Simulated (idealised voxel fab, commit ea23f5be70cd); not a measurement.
Process module, titled voxel transistor to metal
This is section cut - it's 170 nm across, gridded in 5 nm square cells.
This document writes a cross-section as a grid whose cells are square, and gives it as bands, listed from the top down; one or more rows of cells form a band. A band entry consists of two parts. The first gives the height of the band's top and the height of its bottom, in nm. The rest lists the band's materials from left to right, each with its width in nm. A single material labelled with the word "full width" fills the band from edge to edge, and the word "empty" marks empty space. Where do heights start? At 0: under that level the wafer as delivered is made of one material only. And the lowest band has no floor; it just carries on downward, as in "z 0 and below". A width given as "30->40" starts at the first number in the band's top row and ends at the second number in its bottom row, shifting by an equal amount at every step from row to row. "remains unaltered" for a step: no cell of the cross-section changed in that step. "Voids, sealed" lists enclosed empty spaces (at least 8 cells, no open path upward to the top), each as width x height at distance from the left edge, in nm. What comes after the settings on a step's line is commentary from the simulator itself on that step. "overlay nm", when on a step's line for a step with a mask, measures how far to the right of its planned place the mask lay; a negative measure means to the left.

Steps planned for the process
1. RECEIVE: material Si
2. CONFORMAL_DEP: material SiO2, thk nm 5
3. CONFORMAL_DEP: material SiN, thk nm 15
4. DIRECTIONAL_DEP: material aC, thk nm 15
5. PATTERN: tone cover, mask id ACTIVE, material resist, width nm 125, thk nm 30, overlay nm 0
6. DIRECTIONAL_ETCH: etch materials aC, depth nm 15
7. STRIP: etch materials resist
8. DIRECTIONAL_ETCH: etch materials SiN, depth nm 15
9. DIRECTIONAL_ETCH: etch materials SiO2, depth nm 5
10. DIRECTIONAL_ETCH: etch materials Si, depth nm 30
11. STRIP: etch materials aC
12. FILL_DEP: material SiO2, thk nm 5
13. CMP: height nm 20
14. SELECTIVE_ETCH: etch materials SiO2, depth nm 10
15. STRIP: etch materials SiN
16. SELECTIVE_ETCH: etch materials SiO2, depth nm 5
17. OXIDIZE: depth nm 5
18. DIRECTIONAL_DEP: material polySi, thk nm 30
19. DIRECTIONAL_DEP: material SiCN, thk nm 10
20. PATTERN: tone cover, mask id GATE, material resist, width nm 25, thk nm 20, overlay nm 0
21. DIRECTIONAL_ETCH: etch materials SiCN, depth nm 20
22. DIRECTIONAL_ETCH: etch materials polySi, depth nm 40
23. STRIP: etch materials resist
24. CONFORMAL_DEP: material SiO2, thk nm 5
25. DIRECTIONAL_ETCH: etch materials SiO2, depth nm 5
26. CONFORMAL_DEP: material SiN, thk nm 5
27. DIRECTIONAL_ETCH: etch materials SiN, depth nm 5
28. DIRECTIONAL_ETCH: etch materials SiO2, depth nm 5
29. DIRECTIONAL_ETCH: etch materials Si, depth nm 15
30. EPI: material SiGe, thk nm 20
31. FILL_DEP: material SiO2, thk nm 5
32. CMP: height nm 30
33. STRIP: etch materials polySi
34. SELECTIVE_ETCH: etch materials SiO2, depth nm 5
35. CONFORMAL_DEP: material HfO2, thk nm 5
36. CONFORMAL_DEP: material TiN, thk nm 5
37. FILL_DEP: material W, thk nm 5
38. CMP: height nm 25
39. DIRECTIONAL_DEP: material SiO2, thk nm 10
40. PATTERN: tone open, mask id CONTACT, material resist, width nm 20, pitch nm 85, thk nm 20, overlay nm 0
41. DIRECTIONAL_ETCH: etch materials SiO2, depth nm 20
42. STRIP: etch materials resist
43. CONFORMAL_DEP: material TiN, thk nm 5
44. FILL_DEP: material W, thk nm 10
45. CMP: height nm 35
46. CONFORMAL_DEP: material SiCN, thk nm 5
47. DIRECTIONAL_DEP: material lowk, thk nm 15
48. DIRECTIONAL_DEP: material aC, thk nm 10
49. PATTERN: tone open, mask id METAL_1, material resist, width nm 20, pitch nm 85, thk nm 30, overlay nm 0
50. DIRECTIONAL_ETCH: etch materials aC, depth nm 10
51. STRIP: etch materials resist
52. DIRECTIONAL_ETCH: etch materials lowk, depth nm 15
53. DIRECTIONAL_ETCH: etch materials SiCN, depth nm 5
54. STRIP: etch materials aC
55. CONFORMAL_DEP: material TiN, thk nm 5
56. FILL_DEP: material Cu, thk nm 5
57. CMP: height nm 55
58. EPI: material Ru, thk nm 5
59. FILL_DEP: material SiCN, thk nm 5
60. DIRECTIONAL_DEP: material SiO2, thk nm 25
61. DIRECTIONAL_DEP: material aC, thk nm 10
62. PATTERN: tone open, mask id METAL_2_HOLES, material resist, width nm 15, pitch nm 85, thk nm 30, overlay nm 0
63. DIRECTIONAL_ETCH: etch materials aC, depth nm 10
64. STRIP: etch materials resist
65. DIRECTIONAL_ETCH: etch materials SiO2, depth nm 25
66. STRIP: etch materials aC
67. PATTERN: tone open, mask id METAL_2, material resist, width nm 20, pitch nm 85, thk nm 15, overlay nm -15
68. DIRECTIONAL_ETCH: etch materials SiO2, depth nm 15
69. DIRECTIONAL_ETCH: etch materials SiCN, depth nm 5
70. STRIP: etch materials resist
71. CONFORMAL_DEP: material TiN, thk nm 5
72. FILL_DEP: material Cu, thk nm 10
73. CMP: height nm 90
74. CONFORMAL_DEP: material SiN, thk nm 5
For clarity, it should be stated that the wafers under discussion commence in an identical condition and differ with respect to the overlay nm of step 67, the plan indicating the value that the first wafer had.

As-received state after step 1, first of several wafers, cross-section
- z 0 and below  Si full width
- Voids, sealed: none

First wafer of several, cross-section, module end, after step 74 (last)
- z 95 to 90  SiN full width
- z 90 to 80  15 SiO2  5 TiN  20 Cu  5 TiN  55 SiO2  5 TiN  20 Cu  5 TiN  40 SiO2
- z 80 to 70  15->30 SiO2  20->5 TiN  5 Cu  5 TiN  55->70 SiO2  20->5 TiN  5 Cu  5 TiN  40 SiO2
- z 70 to 65  30 SiO2  15 TiN  70 SiO2  15 TiN  40 SiO2
- z 65 to 60  30 SiCN  5 TiN  80 SiCN  5 TiN  50 SiCN
- z 60 to 55  25 SiCN  30 Ru  55 SiCN  30 Ru  30 SiCN
- z 55 to 40  30 lowk  5 TiN  10 Cu  5 TiN  65 lowk  5 TiN  10 Cu  5 TiN  35 lowk
- z 40 to 35  30 SiCN  20 TiN  65 SiCN  20 TiN  35 SiCN
- z 35 to 25  30 SiO2  5 TiN  10 W  5 TiN  65 SiO2  5 TiN  10 W  5 TiN  35 SiO2
- z 25 to 20  30 SiO2  5 TiN  10 W  5 TiN  10 SiO2  5 SiN  5 HfO2  5 TiN  15 W  5 TiN  5 HfO2  5 SiN  10 SiO2  5 TiN  10 W  5 TiN  35 SiO2
- z 20 to 15  30 SiO2  20 TiN  10 SiO2  5 SiN  5 HfO2  5 TiN  15 W  5 TiN  5 HfO2  5 SiN  10 SiO2  20 TiN  35 SiO2
- z 15 to 5  15 SiO2  45 SiGe  5 SiN  5 HfO2  5 TiN  15 W  5 TiN  5 HfO2  5 SiN  45 SiGe  20 SiO2
- z 5 to 0  15 SiO2  5 SiGe  5 SiN  35 SiGe  5 SiN  5 HfO2  25 TiN  5 HfO2  5 SiN  35 SiGe  5 SiN  5 SiGe  20 SiO2
- z 0 to -5  25 SiO2  35 SiGe  5 SiO2  35 HfO2  5 SiO2  35 SiGe  30 SiO2
- z -5 to -20  20 SiO2  5 Si  35 SiGe  45 Si  35 SiGe  5 Si  25 SiO2
- z -20 to -30  20 SiO2  125 Si  25 SiO2
- z -30 and below  Si full width
- Voids, sealed: none

So this is the cross-section on the last wafer at the end of the module
- z 95 to 90  SiN full width
- z 90 to 80  30 SiO2  5 TiN  25 Cu  5 TiN  50 SiO2  5 TiN  25 Cu  5 TiN  20 SiO2
- z 80 to 70  30 SiO2  5 TiN  5 Cu  25->5 TiN  50->70 SiO2  5 TiN  5 Cu  25->5 TiN  20->40 SiO2
- z 70 to 65  30 SiO2  15 TiN  70 SiO2  15 TiN  40 SiO2
- z 65 to 60  SiCN full width
- z 60 to 55  25 SiCN  30 Ru  55 SiCN  30 Ru  30 SiCN
- z 55 to 40  30 lowk  5 TiN  10 Cu  5 TiN  65 lowk  5 TiN  10 Cu  5 TiN  35 lowk
- z 40 to 35  30 SiCN  20 TiN  65 SiCN  20 TiN  35 SiCN
- z 35 to 25  30 SiO2  5 TiN  10 W  5 TiN  65 SiO2  5 TiN  10 W  5 TiN  35 SiO2
- z 25 to 20  30 SiO2  5 TiN  10 W  5 TiN  10 SiO2  5 SiN  5 HfO2  5 TiN  15 W  5 TiN  5 HfO2  5 SiN  10 SiO2  5 TiN  10 W  5 TiN  35 SiO2
- z 20 to 15  30 SiO2  20 TiN  10 SiO2  5 SiN  5 HfO2  5 TiN  15 W  5 TiN  5 HfO2  5 SiN  10 SiO2  20 TiN  35 SiO2
- z 15 to 5  15 SiO2  45 SiGe  5 SiN  5 HfO2  5 TiN  15 W  5 TiN  5 HfO2  5 SiN  45 SiGe  20 SiO2
- z 5 to 0  15 SiO2  5 SiGe  5 SiN  35 SiGe  5 SiN  5 HfO2  25 TiN  5 HfO2  5 SiN  35 SiGe  5 SiN  5 SiGe  20 SiO2
- z 0 to -5  25 SiO2  35 SiGe  5 SiO2  35 HfO2  5 SiO2  35 SiGe  30 SiO2
- z -5 to -20  20 SiO2  5 Si  35 SiGe  45 Si  35 SiGe  5 Si  25 SiO2
- z -20 to -30  20 SiO2  125 Si  25 SiO2
- z -30 and below  Si full width
- Voids, sealed: none

Below, a row for every wafer. Read it as the end-of-module picture: for each material the wafer shows its cells gained (+) or lost (-) since it was received, and then its closed voids
overlay nm -15; +32 Cu; +17 HfO2; +12 Ru; -121 Si; +80 SiCN; +108 SiGe; +46 SiN; +287 SiO2; +83 TiN; +24 W; +78 lowk; Voids, sealed: none
overlay nm -10; +28 Cu; +17 HfO2; +12 Ru; -121 Si; +78 SiCN; +108 SiGe; +46 SiN; +293 SiO2; +83 TiN; +24 W; +78 lowk; Voids, sealed: none
overlay nm -5; +26 Cu; +17 HfO2; +12 Ru; -121 Si; +76 SiCN; +108 SiGe; +46 SiN; +299 SiO2; +81 TiN; +24 W; +78 lowk; Voids, sealed: none
overlay nm 0; +26 Cu; +17 HfO2; +12 Ru; -121 Si; +76 SiCN; +108 SiGe; +46 SiN; +299 SiO2; +81 TiN; +24 W; +78 lowk; Voids, sealed: none
overlay nm 5; +28 Cu; +17 HfO2; +12 Ru; -121 Si; +78 SiCN; +108 SiGe; +46 SiN; +293 SiO2; +83 TiN; +24 W; +78 lowk; Voids, sealed: none
overlay nm 10; +32 Cu; +17 HfO2; +12 Ru; -121 Si; +80 SiCN; +108 SiGe; +46 SiN; +287 SiO2; +83 TiN; +24 W; +78 lowk; Voids, sealed: none
overlay nm 15; +36 Cu; +17 HfO2; +12 Ru; -121 Si; +82 SiCN; +108 SiGe; +46 SiN; +281 SiO2; +83 TiN; +24 W; +78 lowk; Voids, sealed: none
